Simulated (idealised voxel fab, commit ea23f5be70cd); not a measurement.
This section sets out a process module, namely voxel wiring stack.
In the cross-section labelled cut, the width is 260 nm and each square cell is 5 nm.
Bands, listed from the top down, are how a cross-section gets written in this document; the cross-section itself is a grid of square cells, and a band is one or more rows of them.
The band entry comprises the height of the band's top followed by the height of its bottom, expressed in nm, and subsequently the band's materials from left to right, each stated together with its width in nm. Where a single material is marked with the word "edge to edge", that material fills the band from edge to edge. The word "air" represents empty space.
Heights from 0 (as-received wafer is one material below). Bottom band endless downward, as "from 0 down".
The width entry "30->40" should be interpreted row by row: the top row of cells in the band takes the first number, the bottom row takes the second number, and the change between adjacent rows is uniform throughout.
Step marked "nothing altered"? Then no cell in the cross-section changed in it.
"Trapped voids": sealed empty spaces, 8 cells or more, no open way to top, listed width x height at distance, with distance from the left edge and width, height and distance in nm.
It should be noted that, on the line of a given step, the content following the step's settings is a remark produced by the simulator itself with respect to that step.
overlay nm: mask right of planned place by this much (step with mask). Neg. = left.
Set out below are the planned steps of the process:
- 1: RECEIVE (material Si)
- 2: CONFORMAL_DEP (material SiO2; thk nm 15)
- 3: CONFORMAL_DEP (material SiCN; thk nm 5)
- 4: DIRECTIONAL_DEP (material lowk; thk nm 15)
- 5: DIRECTIONAL_DEP (material aC; thk nm 10)
- 6: PATTERN (tone open; mask id METAL_1; material resist; width nm 30; pitch nm 45; thk nm 30; overlay nm 0)
- 7: DIRECTIONAL_ETCH (etch materials aC; depth nm 10)
- 8: STRIP (etch materials resist)
- 9: DIRECTIONAL_ETCH (etch materials lowk; depth nm 15)
- 10: DIRECTIONAL_ETCH (etch materials SiCN; depth nm 5)
- 11: STRIP (etch materials aC)
- 12: CONFORMAL_DEP (material TiN; thk nm 5)
- 13: FILL_DEP (material Ru; thk nm 10)
- 14: CMP (height nm 35)
- 15: CONFORMAL_DEP (material SiCN; thk nm 5)
- 16: DIRECTIONAL_DEP (material SiO2; thk nm 30)
- 17: PATTERN (tone open; mask id METAL_2; material resist; width nm 30; pitch nm 45; thk nm 20; overlay nm 0)
- 18: DIRECTIONAL_ETCH (etch materials SiO2; depth nm 20)
- 19: STRIP (etch materials resist)
- 20: PATTERN (tone open; mask id METAL_2_HOLES; material resist; width nm 15; pitch nm 45; thk nm 20; overlay nm 0)
- 21: DIRECTIONAL_ETCH (etch materials SiO2; depth nm 10)
- 22: DIRECTIONAL_ETCH (etch materials SiCN; depth nm 5)
- 23: STRIP (etch materials resist)
- 24: CONFORMAL_DEP (material TiN; thk nm 5)
- 25: FILL_DEP (material Cu; thk nm 5)
- 26: CMP (height nm 70)
- 27: CONFORMAL_DEP (material SiCN; thk nm 5)
- 28: DIRECTIONAL_DEP (material lowk; thk nm 30)
- 29: DIRECTIONAL_DEP (material aC; thk nm 15)
- 30: PATTERN (tone open; mask id METAL_3_HOLES; material resist; width nm 15; pitch nm 45; thk nm 35; overlay nm 0)
- 31: DIRECTIONAL_ETCH (etch materials aC; depth nm 15)
- 32: STRIP (etch materials resist)
- 33: DIRECTIONAL_ETCH (etch materials lowk; depth nm 30)
- 34: STRIP (etch materials aC)
- 35: MASKED_ETCH (tone open; mask id METAL_3; width nm 30; pitch nm 45; etch materials lowk; depth nm 15; overlay nm 0)
- 36: MASKED_ETCH (tone open; mask id METAL_3; width nm 30; pitch nm 45; etch materials SiCN; depth nm 5; overlay nm 0)
- 37: CONFORMAL_DEP (material TiN; thk nm 5)
- 38: FILL_DEP (material Cu; thk nm 5)
- 39: CMP (height nm 105)
- 40: CONFORMAL_DEP (material SiCN; thk nm 5)
The following pertains to the first of two wafers, which was processed as planned:
Incoming wafer, cross-sectional view, post step 1:
from 0 down = Si edge to edge
Trapped voids: none
Take a look at the wafer's cross-section after step 2:
from 15 to 0 = SiO2 edge to edge
Rest of section, below 0: as before.
Take a look at the wafer's cross-section after step 3:
from 20 to 15 = SiCN edge to edge
Rest of section, below 15: as before.
Take a look at the wafer's cross-section after step 4:
from 35 to 20 = lowk edge to edge
Rest of section, below 20: as before.
Take a look at the wafer's cross-section after step 5:
from 45 to 35 = aC edge to edge
Rest of section, below 35: as before.
Take a look at the wafer's cross-section after step 6:
from 75 to 45 = 45 resist, 30 air, 15 resist, 30 air, 15 resist, 30 air, 15 resist, 30 air, 50 resist
Rest of section, below 45: as before.
Take a look at the wafer's cross-section after step 7:
from 65 to 45 = 45 resist, 30 air, 15 resist, 30 air, 15 resist, 30 air, 15 resist, 30 air, 50 resist
from 45 to 35 = 45 aC, 30 air, 15 aC, 30 air, 15 aC, 30 air, 15 aC, 30 air, 50 aC
Rest of section, below 35: as before.
Take a look at the wafer's cross-section after step 8:
from 45 to 35 = 45 aC, 30 air, 15 aC, 30 air, 15 aC, 30 air, 15 aC, 30 air, 50 aC
Rest of section, below 35: as before.
Take a look at the wafer's cross-section after step 9:
from 45 to 35 = 45 aC, 30 air, 15 aC, 30 air, 15 aC, 30 air, 15 aC, 30 air, 50 aC
from 35 to 20 = 45 lowk, 30 air, 15 lowk, 30 air, 15 lowk, 30 air, 15 lowk, 30 air, 50 lowk
Rest of section, below 20: as before.
Take a look at the wafer's cross-section after step 10:
from 45 to 35 = 45 aC, 30 air, 15 aC, 30 air, 15 aC, 30 air, 15 aC, 30 air, 50 aC
from 35 to 20 = 45 lowk, 30 air, 15 lowk, 30 air, 15 lowk, 30 air, 15 lowk, 30 air, 50 lowk
from 20 to 15 = 45 SiCN, 30 air, 15 SiCN, 30 air, 15 SiCN, 30 air, 15 SiCN, 30 air, 50 SiCN
Rest of section, below 15: as before.
Take a look at the wafer's cross-section after step 11:
from 35 to 20 = 45 lowk, 30 air, 15 lowk, 30 air, 15 lowk, 30 air, 15 lowk, 30 air, 50 lowk
Rest of section, below 20: as before.
Take a look at the wafer's cross-section after step 12:
from 40 to 35 = 50 TiN, 20 air, 25 TiN, 20 air, 25 TiN, 20 air, 25 TiN, 20 air, 55 TiN
from 35 to 20 = 45 lowk, 5 TiN, 20 air, 5 TiN, 15 lowk, 5 TiN, 20 air, 5 TiN, 15 lowk, 5 TiN, 20 air, 5 TiN, 15 lowk, 5 TiN, 20 air, 5 TiN, 50 lowk
from 20 to 15 = 45 SiCN, 30 TiN, 15 SiCN, 30 TiN, 15 SiCN, 30 TiN, 15 SiCN, 30 TiN, 50 SiCN
Rest of section, below 15: as before.
Take a look at the wafer's cross-section after step 13:
from 50 to 40 = Ru edge to edge
from 40 to 35 = 50 TiN, 20 Ru, 25 TiN, 20 Ru, 25 TiN, 20 Ru, 25 TiN, 20 Ru, 55 TiN
from 35 to 20 = 45 lowk, 5 TiN, 20 Ru, 5 TiN, 15 lowk, 5 TiN, 20 Ru, 5 TiN, 15 lowk, 5 TiN, 20 Ru, 5 TiN, 15 lowk, 5 TiN, 20 Ru, 5 TiN, 50 lowk
Rest of section, below 20: as before.
Take a look at the wafer's cross-section after step 14:
from 35 to 20 = 45 lowk, 5 TiN, 20 Ru, 5 TiN, 15 lowk, 5 TiN, 20 Ru, 5 TiN, 15 lowk, 5 TiN, 20 Ru, 5 TiN, 15 lowk, 5 TiN, 20 Ru, 5 TiN, 50 lowk
Rest of section, below 20: as before.
Take a look at the wafer's cross-section after step 15:
from 40 to 35 = SiCN edge to edge
Rest of section, below 35: as before.
Take a look at the wafer's cross-section after step 16:
from 70 to 40 = SiO2 edge to edge
Rest of section, below 40: as before.
Take a look at the wafer's cross-section after step 17:
from 90 to 70 = 45 resist, 30 air, 15 resist, 30 air, 15 resist, 30 air, 15 resist, 30 air, 50 resist
Rest of section, below 70: as before.
Take a look at the wafer's cross-section after step 18:
from 90 to 70 = 45 resist, 30 air, 15 resist, 30 air, 15 resist, 30 air, 15 resist, 30 air, 50 resist
from 70 to 50 = 45 SiO2, 30 air, 15 SiO2, 30 air, 15 SiO2, 30 air, 15 SiO2, 30 air, 50 SiO2
Rest of section, below 50: as before.
Take a look at the wafer's cross-section after step 19:
from 70 to 50 = 45 SiO2, 30 air, 15 SiO2, 30 air, 15 SiO2, 30 air, 15 SiO2, 30 air, 50 SiO2
Rest of section, below 50: as before.
Take a look at the wafer's cross-section after step 20:
from 90 to 70 = 45 resist, 15 air, 30 resist, 15 air, 30 resist, 15 air, 30 resist, 15 air, 65 resist
from 70 to 50 = 45 SiO2, 15 air, 15 resist, 15 SiO2, 15 air, 15 resist, 15 SiO2, 15 air, 15 resist, 15 SiO2, 15 air, 15 resist, 50 SiO2
Rest of section, below 50: as before.
Take a look at the wafer's cross-section after step 21:
from 90 to 70 = 45 resist, 15 air, 30 resist, 15 air, 30 resist, 15 air, 30 resist, 15 air, 65 resist
from 70 to 50 = 45 SiO2, 15 air, 15 resist, 15 SiO2, 15 air, 15 resist, 15 SiO2, 15 air, 15 resist, 15 SiO2, 15 air, 15 resist, 50 SiO2
from 50 to 40 = 45 SiO2, 15 air, 30 SiO2, 15 air, 30 SiO2, 15 air, 30 SiO2, 15 air, 65 SiO2
Rest of section, below 40: as before.
Take a look at the wafer's cross-section after step 22:
from 90 to 70 = 45 resist, 15 air, 30 resist, 15 air, 30 resist, 15 air, 30 resist, 15 air, 65 resist
from 70 to 50 = 45 SiO2, 15 air, 15 resist, 15 SiO2, 15 air, 15 resist, 15 SiO2, 15 air, 15 resist, 15 SiO2, 15 air, 15 resist, 50 SiO2
from 50 to 40 = 45 SiO2, 15 air, 30 SiO2, 15 air, 30 SiO2, 15 air, 30 SiO2, 15 air, 65 SiO2
from 40 to 35 = 45 SiCN, 15 air, 30 SiCN, 15 air, 30 SiCN, 15 air, 30 SiCN, 15 air, 65 SiCN
Rest of section, below 35: as before.
Take a look at the wafer's cross-section after step 23:
from 70 to 50 = 45 SiO2, 30 air, 15 SiO2, 30 air, 15 SiO2, 30 air, 15 SiO2, 30 air, 50 SiO2
Rest of section, below 50: as before.
Take a look at the wafer's cross-section after step 24:
from 75 to 70 = 50 TiN, 20 air, 25 TiN, 20 air, 25 TiN, 20 air, 25 TiN, 20 air, 55 TiN
from 70 to 55 = 45 SiO2, 5 TiN, 20 air, 5 TiN, 15 SiO2, 5 TiN, 20 air, 5 TiN, 15 SiO2, 5 TiN, 20 air, 5 TiN, 15 SiO2, 5 TiN, 20 air, 5 TiN, 50 SiO2
from 55 to 50 = 45 SiO2, 5 TiN, 5 air, 20 TiN, 15 SiO2, 5 TiN, 5 air, 20 TiN, 15 SiO2, 5 TiN, 5 air, 20 TiN, 15 SiO2, 5 TiN, 5 air, 20 TiN, 50 SiO2
from 50 to 40 = 45 SiO2, 5 TiN, 5 air, 5 TiN, 30 SiO2, 5 TiN, 5 air, 5 TiN, 30 SiO2, 5 TiN, 5 air, 5 TiN, 30 SiO2, 5 TiN, 5 air, 5 TiN, 65 SiO2
from 40 to 35 = 45 SiCN, 15 TiN, 30 SiCN, 15 TiN, 30 SiCN, 15 TiN, 30 SiCN, 15 TiN, 65 SiCN
Rest of section, below 35: as before.
Take a look at the wafer's cross-section after step 25:
from 80 to 75 = Cu edge to edge
from 75 to 70 = 50 TiN, 20 Cu, 25 TiN, 20 Cu, 25 TiN, 20 Cu, 25 TiN, 20 Cu, 55 TiN
from 70 to 55 = 45 SiO2, 5 TiN, 20 Cu, 5 TiN, 15 SiO2, 5 TiN, 20 Cu, 5 TiN, 15 SiO2, 5 TiN, 20 Cu, 5 TiN, 15 SiO2, 5 TiN, 20 Cu, 5 TiN, 50 SiO2
from 55 to 50 = 45 SiO2, 5 TiN, 5 Cu, 20 TiN, 15 SiO2, 5 TiN, 5 Cu, 20 TiN, 15 SiO2, 5 TiN, 5 Cu, 20 TiN, 15 SiO2, 5 TiN, 5 Cu, 20 TiN, 50 SiO2
from 50 to 40 = 45 SiO2, 5 TiN, 5 Cu, 5 TiN, 30 SiO2, 5 TiN, 5 Cu, 5 TiN, 30 SiO2, 5 TiN, 5 Cu, 5 TiN, 30 SiO2, 5 TiN, 5 Cu, 5 TiN, 65 SiO2
Rest of section, below 40: as before.
Take a look at the wafer's cross-section after step 26:
from 70 to 55 = 45 SiO2, 5 TiN, 20 Cu, 5 TiN, 15 SiO2, 5 TiN, 20 Cu, 5 TiN, 15 SiO2, 5 TiN, 20 Cu, 5 TiN, 15 SiO2, 5 TiN, 20 Cu, 5 TiN, 50 SiO2
Rest of section, below 55: as before.
Take a look at the wafer's cross-section after step 27:
from 75 to 70 = SiCN edge to edge
Rest of section, below 70: as before.
Take a look at the wafer's cross-section after step 28:
from 105 to 75 = lowk edge to edge
Rest of section, below 75: as before.
Take a look at the wafer's cross-section after step 29:
from 120 to 105 = aC edge to edge
Rest of section, below 105: as before.
Take a look at the wafer's cross-section after step 30:
from 155 to 120 = 45 resist, 15 air, 30 resist, 15 air, 30 resist, 15 air, 30 resist, 15 air, 65 resist
Rest of section, below 120: as before.
Take a look at the wafer's cross-section after step 31:
from 140 to 120 = 45 resist, 15 air, 30 resist, 15 air, 30 resist, 15 air, 30 resist, 15 air, 65 resist
from 120 to 105 = 45 aC, 15 air, 30 aC, 15 air, 30 aC, 15 air, 30 aC, 15 air, 65 aC
Rest of section, below 105: as before.
Take a look at the wafer's cross-section after step 32:
from 120 to 105 = 45 aC, 15 air, 30 aC, 15 air, 30 aC, 15 air, 30 aC, 15 air, 65 aC
Rest of section, below 105: as before.
Take a look at the wafer's cross-section after step 33:
from 120 to 105 = 45 aC, 15 air, 30 aC, 15 air, 30 aC, 15 air, 30 aC, 15 air, 65 aC
from 105 to 75 = 45 lowk, 15 air, 30 lowk, 15 air, 30 lowk, 15 air, 30 lowk, 15 air, 65 lowk
Rest of section, below 75: as before.
Take a look at the wafer's cross-section after step 34:
from 105 to 75 = 45 lowk, 15 air, 30 lowk, 15 air, 30 lowk, 15 air, 30 lowk, 15 air, 65 lowk
Rest of section, below 75: as before.
Take a look at the wafer's cross-section after step 35:
from 105 to 90 = 45 lowk, 30 air, 15 lowk, 30 air, 15 lowk, 30 air, 15 lowk, 30 air, 50 lowk
Rest of section, below 90: as before.
Take a look at the wafer's cross-section after step 36:
from 105 to 90 = 45 lowk, 30 air, 15 lowk, 30 air, 15 lowk, 30 air, 15 lowk, 30 air, 50 lowk
from 90 to 75 = 45 lowk, 15 air, 30 lowk, 15 air, 30 lowk, 15 air, 30 lowk, 15 air, 65 lowk
from 75 to 70 = 45 SiCN, 15 air, 30 SiCN, 15 air, 30 SiCN, 15 air, 30 SiCN, 15 air, 65 SiCN
Rest of section, below 70: as before.
Take a look at the wafer's cross-section after step 37:
from 110 to 105 = 50 TiN, 20 air, 25 TiN, 20 air, 25 TiN, 20 air, 25 TiN, 20 air, 55 TiN
from 105 to 95 = 45 lowk, 5 TiN, 20 air, 5 TiN, 15 lowk, 5 TiN, 20 air, 5 TiN, 15 lowk, 5 TiN, 20 air, 5 TiN, 15 lowk, 5 TiN, 20 air, 5 TiN, 50 lowk
from 95 to 90 = 45 lowk, 5 TiN, 5 air, 20 TiN, 15 lowk, 5 TiN, 5 air, 20 TiN, 15 lowk, 5 TiN, 5 air, 20 TiN, 15 lowk, 5 TiN, 5 air, 20 TiN, 50 lowk
from 90 to 75 = 45 lowk, 5 TiN, 5 air, 5 TiN, 30 lowk, 5 TiN, 5 air, 5 TiN, 30 lowk, 5 TiN, 5 air, 5 TiN, 30 lowk, 5 TiN, 5 air, 5 TiN, 65 lowk
from 75 to 70 = 45 SiCN, 15 TiN, 30 SiCN, 15 TiN, 30 SiCN, 15 TiN, 30 SiCN, 15 TiN, 65 SiCN
Rest of section, below 70: as before.
Take a look at the wafer's cross-section after step 38:
from 115 to 110 = Cu edge to edge
from 110 to 105 = 50 TiN, 20 Cu, 25 TiN, 20 Cu, 25 TiN, 20 Cu, 25 TiN, 20 Cu, 55 TiN
from 105 to 95 = 45 lowk, 5 TiN, 20 Cu, 5 TiN, 15 lowk, 5 TiN, 20 Cu, 5 TiN, 15 lowk, 5 TiN, 20 Cu, 5 TiN, 15 lowk, 5 TiN, 20 Cu, 5 TiN, 50 lowk
from 95 to 90 = 45 lowk, 5 TiN, 5 Cu, 20 TiN, 15 lowk, 5 TiN, 5 Cu, 20 TiN, 15 lowk, 5 TiN, 5 Cu, 20 TiN, 15 lowk, 5 TiN, 5 Cu, 20 TiN, 50 lowk
from 90 to 75 = 45 lowk, 5 TiN, 5 Cu, 5 TiN, 30 lowk, 5 TiN, 5 Cu, 5 TiN, 30 lowk, 5 TiN, 5 Cu, 5 TiN, 30 lowk, 5 TiN, 5 Cu, 5 TiN, 65 lowk
Rest of section, below 75: as before.
Take a look at the wafer's cross-section after step 39:
from 105 to 95 = 45 lowk, 5 TiN, 20 Cu, 5 TiN, 15 lowk, 5 TiN, 20 Cu, 5 TiN, 15 lowk, 5 TiN, 20 Cu, 5 TiN, 15 lowk, 5 TiN, 20 Cu, 5 TiN, 50 lowk
Rest of section, below 95: as before.
Take a look at the wafer's cross-section after step 40:
from 110 to 105 = SiCN edge to edge
Rest of section, below 105: as before.
Second of two: same start, same plan, one run error; steps up to and including 29 match the first:
Second wafer, section view, time point: scheduled end of step 30:
from 155 to 120 = 40 resist, 25 air, 20 resist, 25 air, 20 resist, 25 air, 20 resist, 25 air, 60 resist
Rest of section, below 120: as before.
Second wafer, section view, time point: scheduled end of step 31:
from 140 to 120 = 40 resist, 25 air, 20 resist, 25 air, 20 resist, 25 air, 20 resist, 25 air, 60 resist
from 120 to 105 = 40 aC, 25 air, 20 aC, 25 air, 20 aC, 25 air, 20 aC, 25 air, 60 aC
Rest of section, below 105: as before.
Second wafer, section view, time point: scheduled end of step 32:
from 120 to 105 = 40 aC, 25 air, 20 aC, 25 air, 20 aC, 25 air, 20 aC, 25 air, 60 aC
Rest of section, below 105: as before.
Second wafer, section view, time point: scheduled end of step 33:
from 120 to 105 = 40 aC, 25 air, 20 aC, 25 air, 20 aC, 25 air, 20 aC, 25 air, 60 aC
from 105 to 75 = 40 lowk, 25 air, 20 lowk, 25 air, 20 lowk, 25 air, 20 lowk, 25 air, 60 lowk
Rest of section, below 75: as before.
Second wafer, section view, time point: scheduled end of step 34:
from 105 to 75 = 40 lowk, 25 air, 20 lowk, 25 air, 20 lowk, 25 air, 20 lowk, 25 air, 60 lowk
Rest of section, below 75: as before.
Second wafer, section view, time point: scheduled end of step 35:
from 105 to 90 = 40 lowk, 35 air, 10 lowk, 35 air, 10 lowk, 35 air, 10 lowk, 35 air, 50 lowk
Rest of section, below 90: as before.
Second wafer, section view, time point: scheduled end of step 36:
from 105 to 90 = 40 lowk, 35 air, 10 lowk, 35 air, 10 lowk, 35 air, 10 lowk, 35 air, 50 lowk
from 90 to 75 = 40 lowk, 25 air, 20 lowk, 25 air, 20 lowk, 25 air, 20 lowk, 25 air, 60 lowk
from 75 to 70 = 45 SiCN, 20 air, 25 SiCN, 20 air, 25 SiCN, 20 air, 25 SiCN, 20 air, 60 SiCN
Rest of section, below 70: as before.
Second wafer, section view, time point: scheduled end of step 37:
from 110 to 105 = 45 TiN, 25 air, 20 TiN, 25 air, 20 TiN, 25 air, 20 TiN, 25 air, 55 TiN
from 105 to 95 = 40 lowk, 5 TiN, 25 air, 5 TiN, 10 lowk, 5 TiN, 25 air, 5 TiN, 10 lowk, 5 TiN, 25 air, 5 TiN, 10 lowk, 5 TiN, 25 air, 5 TiN, 50 lowk
from 95 to 90 = 40 lowk, 5 TiN, 15 air, 15 TiN, 10 lowk, 5 TiN, 15 air, 15 TiN, 10 lowk, 5 TiN, 15 air, 15 TiN, 10 lowk, 5 TiN, 15 air, 15 TiN, 50 lowk
from 90 to 80 = 40 lowk, 5 TiN, 15 air, 5 TiN, 20 lowk, 5 TiN, 15 air, 5 TiN, 20 lowk, 5 TiN, 15 air, 5 TiN, 20 lowk, 5 TiN, 15 air, 5 TiN, 60 lowk
from 80 to 75 = 40 lowk, 10 TiN, 10 air, 5 TiN, 20 lowk, 10 TiN, 10 air, 5 TiN, 20 lowk, 10 TiN, 10 air, 5 TiN, 20 lowk, 10 TiN, 10 air, 5 TiN, 60 lowk
from 75 to 70 = 45 SiCN, 20 TiN, 25 SiCN, 20 TiN, 25 SiCN, 20 TiN, 25 SiCN, 20 TiN, 60 SiCN
Rest of section, below 70: as before.
Second wafer, section view, time point: scheduled end of step 38:
from 115 to 110 = Cu edge to edge
from 110 to 105 = 45 TiN, 25 Cu, 20 TiN, 25 Cu, 20 TiN, 25 Cu, 20 TiN, 25 Cu, 55 TiN
from 105 to 95 = 40 lowk, 5 TiN, 25 Cu, 5 TiN, 10 lowk, 5 TiN, 25 Cu, 5 TiN, 10 lowk, 5 TiN, 25 Cu, 5 TiN, 10 lowk, 5 TiN, 25 Cu, 5 TiN, 50 lowk
from 95 to 90 = 40 lowk, 5 TiN, 15 Cu, 15 TiN, 10 lowk, 5 TiN, 15 Cu, 15 TiN, 10 lowk, 5 TiN, 15 Cu, 15 TiN, 10 lowk, 5 TiN, 15 Cu, 15 TiN, 50 lowk
from 90 to 80 = 40 lowk, 5 TiN, 15 Cu, 5 TiN, 20 lowk, 5 TiN, 15 Cu, 5 TiN, 20 lowk, 5 TiN, 15 Cu, 5 TiN, 20 lowk, 5 TiN, 15 Cu, 5 TiN, 60 lowk
from 80 to 75 = 40 lowk, 10 TiN, 10 Cu, 5 TiN, 20 lowk, 10 TiN, 10 Cu, 5 TiN, 20 lowk, 10 TiN, 10 Cu, 5 TiN, 20 lowk, 10 TiN, 10 Cu, 5 TiN, 60 lowk
Rest of section, below 75: as before.
Second wafer, section view, time point: scheduled end of step 39:
from 105 to 95 = 40 lowk, 5 TiN, 25 Cu, 5 TiN, 10 lowk, 5 TiN, 25 Cu, 5 TiN, 10 lowk, 5 TiN, 25 Cu, 5 TiN, 10 lowk, 5 TiN, 25 Cu, 5 TiN, 50 lowk
Rest of section, below 95: as before.
Second wafer, section view, time point: scheduled end of step 40:
from 110 to 105 = SiCN edge to edge
Rest of section, below 105: as before.
What went wrong in running the wafer? not per plan at step 30, really ran PATTERN (tone open; mask id METAL_3_HOLES; material resist; width nm 25; pitch nm 45; thk nm 35; overlay nm 0)
Final difference in cells, second wafer against first, listed per material as more or fewer: Cu: 36 more | SiCN: 4 fewer | TiN: 4 more | lowk: 36 fewer
